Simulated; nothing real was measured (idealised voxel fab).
process module | voxel trench capacitor
cross-section cut | 215 nm wide | cells 5 nm
A cross-section is a grid of square cells, given in bands from the top down. A band is one or more rows of cells.
Each band's line starts with the height of the band's top and of its bottom, in nm. Then come its materials from left to right, each with its width in nm. One material with "throughout" fills the band from edge to edge. "air" is empty space.
Height 0 is the level under which the wafer as received is all one material. The lowest band goes on downwards, as in "0 down".
A width such as "30 to 40" changes by the same amount from each row of cells to the next, from the band's top row to its bottom row.
"no change" after a step means that no cell of the cross-section changed.
closed voids: empty space of 8 cells or more with no open way to the top, each as width x height at its distance from the left edge, in nm
after a step's settings: what the simulator itself notes on the step
overlay nm, on a step with a mask: how far to the right of its planned place the mask lay; to the left if negative
plan
1 op RECEIVE | material Si
2 op CONFORMAL_DEP | material SiN | thk nm 10
3 op DIRECTIONAL_DEP | material aC | thk nm 15
4 op PATTERN | tone open | mask id TRENCH | material resist | width nm 30 | pitch nm 50 | thk nm 30 | overlay nm 0
5 op DIRECTIONAL_ETCH | etch materials aC | depth nm 15
6 op STRIP | etch materials resist
7 op DIRECTIONAL_ETCH | etch materials SiN | depth nm 10
8 op DIRECTIONAL_ETCH | etch materials Si | depth nm 35
9 op STRIP | etch materials aC
10 op CONFORMAL_DEP | material HfO2 | thk nm 5
11 op CONFORMAL_DEP | material TiN | thk nm 5
12 op FILL_DEP | material W | thk nm 10
13 op CMP | height nm 10
first wafer, as planned
as received, after step 1
  0 down: Si throughout
  closed voids: none
after step 2
  10 to 0: SiN throughout
  below 0: unchanged
after step 3
  25 to 10: aC throughout
  below 10: unchanged
after step 4
  55 to 25: resist 15 | air 30 | resist 20 | air 30 | resist 20 | air 30 | resist 20 | air 30 | resist 20
  below 25: unchanged
after step 5
  40 to 25: resist 15 | air 30 | resist 20 | air 30 | resist 20 | air 30 | resist 20 | air 30 | resist 20
  25 to 10: aC 15 | air 30 | aC 20 | air 30 | aC 20 | air 30 | aC 20 | air 30 | aC 20
  below 10: unchanged
after step 6
  25 to 10: aC 15 | air 30 | aC 20 | air 30 | aC 20 | air 30 | aC 20 | air 30 | aC 20
  below 10: unchanged
after step 7
  25 to 10: aC 15 | air 30 | aC 20 | air 30 | aC 20 | air 30 | aC 20 | air 30 | aC 20
  10 to 0: SiN 15 | air 30 | SiN 20 | air 30 | SiN 20 | air 30 | SiN 20 | air 30 | SiN 20
  below 0: unchanged
after step 8
  25 to 10: aC 15 | air 30 | aC 20 | air 30 | aC 20 | air 30 | aC 20 | air 30 | aC 20
  10 to 0: SiN 15 | air 30 | SiN 20 | air 30 | SiN 20 | air 30 | SiN 20 | air 30 | SiN 20
  0 to -35: Si 15 | air 30 | Si 20 | air 30 | Si 20 | air 30 | Si 20 | air 30 | Si 20
  below -35: unchanged
after step 9
  10 to 0: SiN 15 | air 30 | SiN 20 | air 30 | SiN 20 | air 30 | SiN 20 | air 30 | SiN 20
  below 0: unchanged
after step 10
  15 to 10: HfO2 20 | air 20 | HfO2 30 | air 20 | HfO2 30 | air 20 | HfO2 30 | air 20 | HfO2 25
  10 to 0: SiN 15 | HfO2 5 | air 20 | HfO2 5 | SiN 20 | HfO2 5 | air 20 | HfO2 5 | SiN 20 | HfO2 5 | air 20 | HfO2 5 | SiN 20 | HfO2 5 | air 20 | HfO2 5 | SiN 20
  0 to -30: Si 15 | HfO2 5 | air 20 | HfO2 5 | Si 20 | HfO2 5 | air 20 | HfO2 5 | Si 20 | HfO2 5 | air 20 | HfO2 5 | Si 20 | HfO2 5 | air 20 | HfO2 5 | Si 20
  -30 to -35: Si 15 | HfO2 30 | Si 20 | HfO2 30 | Si 20 | HfO2 30 | Si 20 | HfO2 30 | Si 20
  below -35: unchanged
after step 11
  20 to 15: TiN 25 | air 10 | TiN 40 | air 10 | TiN 40 | air 10 | TiN 40 | air 10 | TiN 30
  15 to 10: HfO2 20 | TiN 5 | air 10 | TiN 5 | HfO2 30 | TiN 5 | air 10 | TiN 5 | HfO2 30 | TiN 5 | air 10 | TiN 5 | HfO2 30 | TiN 5 | air 10 | TiN 5 | HfO2 25
  10 to 0: SiN 15 | HfO2 5 | TiN 5 | air 10 | TiN 5 | HfO2 5 | SiN 20 | HfO2 5 | TiN 5 | air 10 | TiN 5 | HfO2 5 | SiN 20 | HfO2 5 | TiN 5 | air 10 | TiN 5 | HfO2 5 | SiN 20 | HfO2 5 | TiN 5 | air 10 | TiN 5 | HfO2 5 | SiN 20
  0 to -25: Si 15 | HfO2 5 | TiN 5 | air 10 | TiN 5 | HfO2 5 | Si 20 | HfO2 5 | TiN 5 | air 10 | TiN 5 | HfO2 5 | Si 20 | HfO2 5 | TiN 5 | air 10 | TiN 5 | HfO2 5 | Si 20 | HfO2 5 | TiN 5 | air 10 | TiN 5 | HfO2 5 | Si 20
  -25 to -30: Si 15 | HfO2 5 | TiN 20 | HfO2 5 | Si 20 | HfO2 5 | TiN 20 | HfO2 5 | Si 20 | HfO2 5 | TiN 20 | HfO2 5 | Si 20 | HfO2 5 | TiN 20 | HfO2 5 | Si 20
  below -30: unchanged
after step 12
  30 to 20: W throughout
  20 to 15: TiN 25 | W 10 | TiN 40 | W 10 | TiN 40 | W 10 | TiN 40 | W 10 | TiN 30
  15 to 10: HfO2 20 | TiN 5 | W 10 | TiN 5 | HfO2 30 | TiN 5 | W 10 | TiN 5 | HfO2 30 | TiN 5 | W 10 | TiN 5 | HfO2 30 | TiN 5 | W 10 | TiN 5 | HfO2 25
  10 to 0: SiN 15 | HfO2 5 | TiN 5 | W 10 | TiN 5 | HfO2 5 | SiN 20 | HfO2 5 | TiN 5 | W 10 | TiN 5 | HfO2 5 | SiN 20 | HfO2 5 | TiN 5 | W 10 | TiN 5 | HfO2 5 | SiN 20 | HfO2 5 | TiN 5 | W 10 | TiN 5 | HfO2 5 | SiN 20
  0 to -25: Si 15 | HfO2 5 | TiN 5 | W 10 | TiN 5 | HfO2 5 | Si 20 | HfO2 5 | TiN 5 | W 10 | TiN 5 | HfO2 5 | Si 20 | HfO2 5 | TiN 5 | W 10 | TiN 5 | HfO2 5 | Si 20 | HfO2 5 | TiN 5 | W 10 | TiN 5 | HfO2 5 | Si 20
  below -25: unchanged
after step 13
  10 to 0: SiN 15 | HfO2 5 | TiN 5 | W 10 | TiN 5 | HfO2 5 | SiN 20 | HfO2 5 | TiN 5 | W 10 | TiN 5 | HfO2 5 | SiN 20 | HfO2 5 | TiN 5 | W 10 | TiN 5 | HfO2 5 | SiN 20 | HfO2 5 | TiN 5 | W 10 | TiN 5 | HfO2 5 | SiN 20
  below 0: unchanged
second wafer: like start, like plan, one mistake. Through step 3 it matches the first wafer
when step 4 should have ended
  55 to 25: resist 15 | air 35 | resist 15 | air 35 | resist 15 | air 35 | resist 15 | air 35 | resist 15
  below 25: unchanged
when step 5 should have ended
  40 to 25: resist 15 | air 35 | resist 15 | air 35 | resist 15 | air 35 | resist 15 | air 35 | resist 15
  25 to 10: aC 15 | air 35 | aC 15 | air 35 | aC 15 | air 35 | aC 15 | air 35 | aC 15
  below 10: unchanged
when step 6 should have ended
  25 to 10: aC 15 | air 35 | aC 15 | air 35 | aC 15 | air 35 | aC 15 | air 35 | aC 15
  below 10: unchanged
when step 7 should have ended
  25 to 10: aC 15 | air 35 | aC 15 | air 35 | aC 15 | air 35 | aC 15 | air 35 | aC 15
  10 to 0: SiN 15 | air 35 | SiN 15 | air 35 | SiN 15 | air 35 | SiN 15 | air 35 | SiN 15
  below 0: unchanged
when step 8 should have ended
  25 to 10: aC 15 | air 35 | aC 15 | air 35 | aC 15 | air 35 | aC 15 | air 35 | aC 15
  10 to 0: SiN 15 | air 35 | SiN 15 | air 35 | SiN 15 | air 35 | SiN 15 | air 35 | SiN 15
  0 to -35: Si 15 | air 35 | Si 15 | air 35 | Si 15 | air 35 | Si 15 | air 35 | Si 15
  below -35: unchanged
when step 9 should have ended
  10 to 0: SiN 15 | air 35 | SiN 15 | air 35 | SiN 15 | air 35 | SiN 15 | air 35 | SiN 15
  below 0: unchanged
when step 10 should have ended
  15 to 10: HfO2 20 | air 25 | HfO2 25 | air 25 | HfO2 25 | air 25 | HfO2 25 | air 25 | HfO2 20
  10 to 0: SiN 15 | HfO2 5 | air 25 | HfO2 5 | SiN 15 | HfO2 5 | air 25 | HfO2 5 | SiN 15 | HfO2 5 | air 25 | HfO2 5 | SiN 15 | HfO2 5 | air 25 | HfO2 5 | SiN 15
  0 to -30: Si 15 | HfO2 5 | air 25 | HfO2 5 | Si 15 | HfO2 5 | air 25 | HfO2 5 | Si 15 | HfO2 5 | air 25 | HfO2 5 | Si 15 | HfO2 5 | air 25 | HfO2 5 | Si 15
  -30 to -35: Si 15 | HfO2 35 | Si 15 | HfO2 35 | Si 15 | HfO2 35 | Si 15 | HfO2 35 | Si 15
  below -35: unchanged
when step 11 should have ended
  20 to 15: TiN 25 | air 15 | TiN 35 | air 15 | TiN 35 | air 15 | TiN 35 | air 15 | TiN 25
  15 to 10: HfO2 20 | TiN 5 | air 15 | TiN 5 | HfO2 25 | TiN 5 | air 15 | TiN 5 | HfO2 25 | TiN 5 | air 15 | TiN 5 | HfO2 25 | TiN 5 | air 15 | TiN 5 | HfO2 20
  10 to 0: SiN 15 | HfO2 5 | TiN 5 | air 15 | TiN 5 | HfO2 5 | SiN 15 | HfO2 5 | TiN 5 | air 15 | TiN 5 | HfO2 5 | SiN 15 | HfO2 5 | TiN 5 | air 15 | TiN 5 | HfO2 5 | SiN 15 | HfO2 5 | TiN 5 | air 15 | TiN 5 | HfO2 5 | SiN 15
  0 to -25: Si 15 | HfO2 5 | TiN 5 | air 15 | TiN 5 | HfO2 5 | Si 15 | HfO2 5 | TiN 5 | air 15 | TiN 5 | HfO2 5 | Si 15 | HfO2 5 | TiN 5 | air 15 | TiN 5 | HfO2 5 | Si 15 | HfO2 5 | TiN 5 | air 15 | TiN 5 | HfO2 5 | Si 15
  -25 to -30: Si 15 | HfO2 5 | TiN 25 | HfO2 5 | Si 15 | HfO2 5 | TiN 25 | HfO2 5 | Si 15 | HfO2 5 | TiN 25 | HfO2 5 | Si 15 | HfO2 5 | TiN 25 | HfO2 5 | Si 15
  below -30: unchanged
when step 12 should have ended
  30 to 20: W throughout
  20 to 15: TiN 25 | W 15 | TiN 35 | W 15 | TiN 35 | W 15 | TiN 35 | W 15 | TiN 25
  15 to 10: HfO2 20 | TiN 5 | W 15 | TiN 5 | HfO2 25 | TiN 5 | W 15 | TiN 5 | HfO2 25 | TiN 5 | W 15 | TiN 5 | HfO2 25 | TiN 5 | W 15 | TiN 5 | HfO2 20
  10 to 0: SiN 15 | HfO2 5 | TiN 5 | W 15 | TiN 5 | HfO2 5 | SiN 15 | HfO2 5 | TiN 5 | W 15 | TiN 5 | HfO2 5 | SiN 15 | HfO2 5 | TiN 5 | W 15 | TiN 5 | HfO2 5 | SiN 15 | HfO2 5 | TiN 5 | W 15 | TiN 5 | HfO2 5 | SiN 15
  0 to -25: Si 15 | HfO2 5 | TiN 5 | W 15 | TiN 5 | HfO2 5 | Si 15 | HfO2 5 | TiN 5 | W 15 | TiN 5 | HfO2 5 | Si 15 | HfO2 5 | TiN 5 | W 15 | TiN 5 | HfO2 5 | Si 15 | HfO2 5 | TiN 5 | W 15 | TiN 5 | HfO2 5 | Si 15
  below -25: unchanged
when step 13 should have ended
  10 to 0: SiN 15 | HfO2 5 | TiN 5 | W 15 | TiN 5 | HfO2 5 | SiN 15 | HfO2 5 | TiN 5 | W 15 | TiN 5 | HfO2 5 | SiN 15 | HfO2 5 | TiN 5 | W 15 | TiN 5 | HfO2 5 | SiN 15 | HfO2 5 | TiN 5 | W 15 | TiN 5 | HfO2 5 | SiN 15
  below 0: unchanged
what went wrong: step 4 ran as: op PATTERN | tone open | mask id TRENCH | material resist | width nm 35 | pitch nm 50 | thk nm 30 | overlay nm 0
at the end the second wafer has, in cells: 4 more of HfO2 | 28 fewer of Si | 8 fewer of SiN | 4 more of TiN | 28 more of W
